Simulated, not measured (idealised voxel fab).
process module | voxel ribs on slabs
cross-section cut | 155 nm wide | cells 5 nm
A cross-section is a grid of square cells, given in bands from the top down. A band is one or more rows of cells.
Each band's line starts with the height of the band's top and of its bottom, in nm. Then come its materials from left to right, each with its width in nm. One material with "throughout" fills the band from edge to edge. "air" is empty space.
Height 0 is the level under which the wafer as received is all one material. The lowest band goes on downwards, as in "0 down".
A width such as "30 to 40" changes by the same amount from each row of cells to the next, from the band's top row to its bottom row.
"no change" after a step means that no cell of the cross-section changed.
closed voids: empty space of 8 cells or more with no open way to the top, each as width x height at its distance from the left edge, in nm
after a step's settings: what the simulator itself notes on the step
overlay nm, on a step with a mask: how far to the right of its planned place the mask lay; to the left if negative
plan
1 op RECEIVE | material Si
2 op DIRECTIONAL_DEP | material SiO2 | thk nm 25
3 op DIRECTIONAL_DEP | material SiN | thk nm 15
4 op PATTERN | tone cover | mask id RIB | material resist | width nm 15 | thk nm 15 | overlay nm 0
5 op DIRECTIONAL_ETCH | etch materials SiN | depth nm 10
6 op STRIP | etch materials resist
7 op MASKED_ETCH | tone cover | mask id SLAB | width nm 65 | etch materials SiN | depth nm 5 | overlay nm 0
8 op FILL_DEP | material SiO2 | thk nm 20
9 op CMP | height nm 55
10 op DIRECTIONAL_DEP | material W | thk nm 10
11 op MASKED_ETCH | tone cover | mask id HEATER | width nm 25 | etch materials W | depth nm 10 | overlay nm 0
12 op CONFORMAL_DEP | material SiO2 | thk nm 10
as received, after step 1
  0 down: Si throughout
  closed voids: none
first wafer at the end, as planned
  75 to 65: air 55 | SiO2 45 | air 55
  65 to 55: SiO2 65 | W 25 | SiO2 65
  55 to 40: SiO2 throughout
  40 to 30: SiO2 70 | SiN 15 | SiO2 70
  30 to 25: SiO2 45 | SiN 65 | SiO2 45
  25 to 0: SiO2 throughout
  0 down: Si throughout
  closed voids: none
second wafer at the end: like start, like plan, one mistake
  75 to 65: air 55 | SiO2 45 | air 55
  65 to 55: SiO2 65 | W 25 | SiO2 65
  55 to 15: SiO2 throughout
  15 to 0: SiN throughout
  0 down: Si throughout
  closed voids: none
what went wrong: steps 2 and 3 were swapped
at the end the second wafer has, in cells: 74 more of SiN | 74 fewer of SiO2
